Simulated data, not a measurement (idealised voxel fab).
process module | voxel transistor to metal
cross-section cut | 185 nm wide | cells 5 nm
A cross-section is a grid of square cells, given in bands from the top down. A band is one or more rows of cells.
Each band's line starts with the height of the band's top and of its bottom, in nm. Then come its materials from left to right, each with its width in nm. One material with "throughout" fills the band from edge to edge. "air" is empty space.
Height 0 is the level under which the wafer as received is all one material. The lowest band goes on downwards, as in "0 down".
A width such as "30 to 40" changes by the same amount from each row of cells to the next, from the band's top row to its bottom row.
"no change" after a step means that no cell of the cross-section changed.
closed voids: empty space of 8 cells or more with no open way to the top, each as width x height at its distance from the left edge, in nm
after a step's settings: what the simulator itself notes on the step
overlay nm, on a step with a mask: how far to the right of its planned place the mask lay; to the left if negative
plan
1 op RECEIVE | material Si
2 op CONFORMAL_DEP | material SiO2 | thk nm 5
3 op CONFORMAL_DEP | material SiN | thk nm 10
4 op MASKED_ETCH | tone cover | mask id ACTIVE | width nm 100 | etch materials SiN | depth nm 10 | overlay nm 0
5 op MASKED_ETCH | tone cover | mask id ACTIVE | width nm 100 | etch materials SiO2 | depth nm 5 | overlay nm 0
6 op MASKED_ETCH | tone cover | mask id ACTIVE | width nm 100 | etch materials Si | depth nm 30 | overlay nm 0
7 op FILL_DEP | material SiO2 | thk nm 15
8 op CMP | height nm 15
9 op SELECTIVE_ETCH | etch materials SiO2 | depth nm 5
10 op STRIP | etch materials SiN
11 op SELECTIVE_ETCH | etch materials SiO2 | depth nm 5
12 op OXIDIZE | depth nm 5
13 op DIRECTIONAL_DEP | material polySi | thk nm 30
14 op DIRECTIONAL_DEP | material SiCN | thk nm 15
15 op MASKED_ETCH | tone cover | mask id GATE | width nm 20 | etch materials SiCN | depth nm 25 | overlay nm 0
16 op MASKED_ETCH | tone cover | mask id GATE | width nm 20 | etch materials polySi | depth nm 40 | overlay nm 0
17 op CONFORMAL_DEP | material SiN | thk nm 10
18 op DIRECTIONAL_ETCH | etch materials SiN | depth nm 10
19 op DIRECTIONAL_ETCH | etch materials SiO2 | depth nm 5
20 op DIRECTIONAL_ETCH | etch materials Si | depth nm 5
21 op EPI | material SiGe | thk nm 5
22 op FILL_DEP | material SiO2 | thk nm 10
23 op CMP | height nm 45
24 op DIRECTIONAL_DEP | material SiO2 | thk nm 10
25 op MASKED_ETCH | tone open | mask id CONTACT | width nm 20 | pitch nm 70 | etch materials SiO2 | depth nm 60 | overlay nm 0
26 op CONFORMAL_DEP | material TiN | thk nm 5
27 op FILL_DEP | material Ru | thk nm 10
28 op CMP | height nm 55
29 op CONFORMAL_DEP | material SiN | thk nm 5
30 op DIRECTIONAL_DEP | material SiO2 | thk nm 15
31 op PATTERN | tone open | mask id METAL_1 | material resist | width nm 20 | pitch nm 70 | thk nm 15 | overlay nm 0
32 op DIRECTIONAL_ETCH | etch materials SiO2 | depth nm 15
33 op DIRECTIONAL_ETCH | etch materials SiN | depth nm 5
34 op STRIP | etch materials resist
35 op CONFORMAL_DEP | material TiN | thk nm 5
36 op FILL_DEP | material Cu | thk nm 10
37 op CMP | height nm 75
38 op CONFORMAL_DEP | material SiCN | thk nm 5
39 op DIRECTIONAL_DEP | material lowk | thk nm 30
40 op MASKED_ETCH | tone open | mask id METAL_2_HOLES | width nm 15 | pitch nm 70 | etch materials lowk | depth nm 30 | overlay nm 0
41 op MASKED_ETCH | tone open | mask id METAL_2 | width nm 20 | pitch nm 70 | etch materials lowk | depth nm 15 | overlay nm 0
42 op MASKED_ETCH | tone open | mask id METAL_2 | width nm 15 | pitch nm 70 | etch materials SiCN | depth nm 5 | overlay nm 0
43 op CONFORMAL_DEP | material TiN | thk nm 5
44 op FILL_DEP | material Cu | thk nm 5
45 op CMP | height nm 110
46 op CONFORMAL_DEP | material SiN | thk nm 5
varied across the wafers: width nm of step 42. The plan shows the first wafer's value. All wafers start alike
first wafer as received, after step 1
  0 down: Si throughout
  closed voids: none
each wafer at the end: cells of each material gained (+) or lost (-) since it was received, then its closed voids
width nm 15 | +26 Cu | +42 Ru | -132 Si | +45 SiCN | +14 SiGe | +106 SiN | +442 SiO2 | +104 TiN | +180 lowk | +24 polySi | closed voids: none
width nm 20 | +28 Cu | +42 Ru | -132 Si | +43 SiCN | +14 SiGe | +106 SiN | +442 SiO2 | +104 TiN | +180 lowk | +24 polySi | closed voids: none
width nm 25 | +28 Cu | +42 Ru | -132 Si | +43 SiCN | +14 SiGe | +106 SiN | +442 SiO2 | +104 TiN | +180 lowk | +24 polySi | closed voids: none
width nm 30 | +28 Cu | +42 Ru | -132 Si | +43 SiCN | +14 SiGe | +106 SiN | +442 SiO2 | +104 TiN | +180 lowk | +24 polySi | closed voids: none
width nm 35 | +28 Cu | +42 Ru | -132 Si | +43 SiCN | +14 SiGe | +106 SiN | +442 SiO2 | +104 TiN | +180 lowk | +24 polySi | closed voids: none
